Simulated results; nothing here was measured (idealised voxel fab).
process module | voxel lift off
cross-section cut | 190 nm wide | cells 5 nm
A cross-section is a grid of square cells, given in bands from the top down. A band is one or more rows of cells.
Each band's line starts with the height of the band's top and of its bottom, in nm. Then come its materials from left to right, each with its width in nm. One material with "throughout" fills the band from edge to edge. "air" is empty space.
Height 0 is the level under which the wafer as received is all one material. The lowest band goes on downwards, as in "0 down".
A width such as "30 to 40" changes by the same amount from each row of cells to the next, from the band's top row to its bottom row.
"no change" after a step means that no cell of the cross-section changed.
closed voids: empty space of 8 cells or more with no open way to the top, each as width x height at its distance from the left edge, in nm
after a step's settings: what the simulator itself notes on the step
overlay nm, on a step with a mask: how far to the right of its planned place the mask lay; to the left if negative
plan
1 op RECEIVE | material Si
2 op CONFORMAL_DEP | material Al2O3 | thk nm 5
3 op PATTERN | tone open | mask id LINES | material resist | width nm 30 | pitch nm 60 | thk nm 20 | overlay nm 0
4 op DIRECTIONAL_DEP | material Ru | thk nm 5
5 op STRIP | etch materials resist
6 op CONFORMAL_DEP | material SiCN | thk nm 10
first wafer, as planned
as received, after step 1
  0 down: Si throughout
  closed voids: none
after step 2
  5 to 0: Al2O3 throughout
  below 0: unchanged
after step 3
  25 to 5: resist 50 | air 30 | resist 30 | air 30 | resist 50
  below 5: unchanged
after step 4
  30 to 25: Ru 50 | air 30 | Ru 30 | air 30 | Ru 50
  25 to 10: resist 50 | air 30 | resist 30 | air 30 | resist 50
  10 to 5: resist 50 | Ru 30 | resist 30 | Ru 30 | resist 50
  below 5: unchanged
after step 5
  10 to 5: air 50 | Ru 30 | air 30 | Ru 30 | air 50
  below 5: unchanged
after step 6
  20 to 15: air 40 | SiCN 50 | air 10 | SiCN 50 | air 40
  15 to 10: SiCN throughout
  10 to 5: SiCN 50 | Ru 30 | SiCN 30 | Ru 30 | SiCN 50
  below 5: unchanged
second wafer: like start, like plan, one mistake. Through step 5 it matches the first wafer
when step 6 should have ended
  25 to 20: air 35 | SiCN 120 | air 35
  20 to 10: SiCN throughout
  10 to 5: SiCN 50 | Ru 30 | SiCN 30 | Ru 30 | SiCN 50
  below 5: unchanged
what went wrong: step 6 ran as: op CONFORMAL_DEP | material SiCN | thk nm 15
at the end the second wafer has, in cells: 42 more of SiCN
